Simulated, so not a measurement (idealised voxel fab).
process module | voxel gate over fins
cross-section cut | 155 nm wide | cells 5 nm
A cross-section is a grid of square cells, given in bands from the top down. A band is one or more rows of cells.
Each band's line starts with the height of the band's top and of its bottom, in nm. Then come its materials from left to right, each with its width in nm. One material with "throughout" fills the band from edge to edge. "air" is empty space.
Height 0 is the level under which the wafer as received is all one material. The lowest band goes on downwards, as in "0 down".
A width such as "30 to 40" changes by the same amount from each row of cells to the next, from the band's top row to its bottom row.
"no change" after a step means that no cell of the cross-section changed.
closed voids: empty space of 8 cells or more with no open way to the top, each as width x height at its distance from the left edge, in nm
after a step's settings: what the simulator itself notes on the step
overlay nm, on a step with a mask: how far to the right of its planned place the mask lay; to the left if negative
plan
1 op RECEIVE | material Si
2 op CONFORMAL_DEP | material SiN | thk nm 10
3 op DIRECTIONAL_DEP | material aC | thk nm 10
4 op PATTERN | tone cover | mask id FINS | material resist | width nm 15 | pitch nm 35 | thk nm 30 | overlay nm 0
5 op DIRECTIONAL_ETCH | etch materials aC | depth nm 10
6 op STRIP | etch materials resist
7 op DIRECTIONAL_ETCH | etch materials SiN | depth nm 10
8 op DIRECTIONAL_ETCH | etch materials Si | depth nm 40
9 op STRIP | etch materials aC
10 op FILL_DEP | material SiO2 | thk nm 10
11 op CMP | height nm 10
12 op SELECTIVE_ETCH | etch materials SiO2 | depth nm 25
13 op STRIP | etch materials SiN
14 op CONFORMAL_DEP | material HfO2 | thk nm 5
15 op CONFORMAL_DEP | material TiN | thk nm 5
16 op FILL_DEP | material W | thk nm 10
17 op CMP | height nm 15
18 op CONFORMAL_DEP | material SiN | thk nm 10
as received, after step 1
  0 down: Si throughout
  closed voids: none
a wafer at the end: this start, this plan, one mistake
  25 to 15: SiN throughout
  15 to 5: W 30 | TiN 90 | W 35
  5 to 0: TiN 45 | HfO2 25 | TiN 10 | HfO2 25 | TiN 50
  0 to -10: TiN 45 | HfO2 5 | Si 15 | HfO2 5 | TiN 10 | HfO2 5 | Si 15 | HfO2 5 | TiN 50
  -10 to -15: HfO2 50 | Si 15 | HfO2 20 | Si 15 | HfO2 55
  -15 to -40: SiO2 50 | Si 15 | SiO2 20 | Si 15 | SiO2 55
  -40 down: Si throughout
  closed voids: none
what went wrong: step 15 ran as: op CONFORMAL_DEP | material TiN | thk nm 15
